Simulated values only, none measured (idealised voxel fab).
process module | voxel gate over fins
cross-section cut | 260 nm wide | cells 5 nm
A cross-section is a grid of square cells, given in bands from the top down. A band is one or more rows of cells.
Each band's line starts with the height of the band's top and of its bottom, in nm. Then come its materials from left to right, each with its width in nm. One material with "throughout" fills the band from edge to edge. "air" is empty space.
Height 0 is the level under which the wafer as received is all one material. The lowest band goes on downwards, as in "0 down".
A width such as "30 to 40" changes by the same amount from each row of cells to the next, from the band's top row to its bottom row.
"no change" after a step means that no cell of the cross-section changed.
closed voids: empty space of 8 cells or more with no open way to the top, each as width x height at its distance from the left edge, in nm
after a step's settings: what the simulator itself notes on the step
overlay nm, on a step with a mask: how far to the right of its planned place the mask lay; to the left if negative
plan
1 op RECEIVE | material Si
2 op CONFORMAL_DEP | material SiN | thk nm 5
3 op DIRECTIONAL_DEP | material aC | thk nm 15
4 op PATTERN | tone cover | mask id FINS | material resist | width nm 15 | pitch nm 40 | thk nm 30 | overlay nm 0
5 op DIRECTIONAL_ETCH | etch materials aC | depth nm 15
6 op STRIP | etch materials resist
7 op DIRECTIONAL_ETCH | etch materials SiN | depth nm 5
8 op DIRECTIONAL_ETCH | etch materials Si | depth nm 35
9 op STRIP | etch materials aC
10 op OXIDIZE | depth nm 5
11 op FILL_DEP | material SiO2 | thk nm 10
12 op CMP | height nm 5
13 op SELECTIVE_ETCH | etch materials SiO2 | depth nm 15
14 op STRIP | etch materials SiN
15 op CONFORMAL_DEP | material HfO2 | thk nm 5
16 op CONFORMAL_DEP | material TiN | thk nm 5
17 op FILL_DEP | material W | thk nm 15
18 op CMP | height nm 20
19 op CONFORMAL_DEP | material SiCN | thk nm 10
as received, after step 1
  0 down: Si throughout
  closed voids: none
first wafer at the end, as planned
  30 to 20: SiCN throughout
  20 to 10: W throughout
  10 to 5: W 55 | TiN 25 | W 15 | TiN 25 | W 15 | TiN 25 | W 15 | TiN 25 | W 60
  5 to 0: W 55 | TiN 5 | HfO2 15 | TiN 5 | W 15 | TiN 5 | HfO2 15 | TiN 5 | W 15 | TiN 5 | HfO2 15 | TiN 5 | W 15 | TiN 5 | HfO2 15 | TiN 5 | W 60
  0 to -5: TiN 60 | HfO2 5 | Si 5 | HfO2 5 | TiN 25 | HfO2 5 | Si 5 | HfO2 5 | TiN 25 | HfO2 5 | Si 5 | HfO2 5 | TiN 25 | HfO2 5 | Si 5 | HfO2 5 | TiN 65
  -5 to -10: HfO2 65 | Si 5 | HfO2 35 | Si 5 | HfO2 35 | Si 5 | HfO2 35 | Si 5 | HfO2 70
  -10 to -40: SiO2 65 | Si 5 | SiO2 35 | Si 5 | SiO2 35 | Si 5 | SiO2 35 | Si 5 | SiO2 70
  -40 down: Si throughout
  closed voids: none
second wafer at the end: like start, like plan, one mistake
  30 to 20: SiCN throughout
  20 to 10: W throughout
  10 to 5: W 60 | TiN 25 | W 15 | TiN 25 | W 15 | TiN 25 | W 15 | TiN 25 | W 55
  5 to 0: W 60 | TiN 5 | HfO2 15 | TiN 5 | W 15 | TiN 5 | HfO2 15 | TiN 5 | W 15 | TiN 5 | HfO2 15 | TiN 5 | W 15 | TiN 5 | HfO2 15 | TiN 5 | W 55
  0 to -5: TiN 65 | HfO2 5 | Si 5 | HfO2 5 | TiN 25 | HfO2 5 | Si 5 | HfO2 5 | TiN 25 | HfO2 5 | Si 5 | HfO2 5 | TiN 25 | HfO2 5 | Si 5 | HfO2 5 | TiN 60
  -5 to -10: HfO2 70 | Si 5 | HfO2 35 | Si 5 | HfO2 35 | Si 5 | HfO2 35 | Si 5 | HfO2 65
  -10 to -40: SiO2 70 | Si 5 | SiO2 35 | Si 5 | SiO2 35 | Si 5 | SiO2 35 | Si 5 | SiO2 65
  -40 down: Si throughout
  closed voids: none
what went wrong: step 4 ran as: op PATTERN | tone cover | mask id FINS | material resist | width nm 15 | pitch nm 40 | thk nm 30 | overlay nm 5
at the end the second wafer has, in cells: as many of each material as the first, in other places
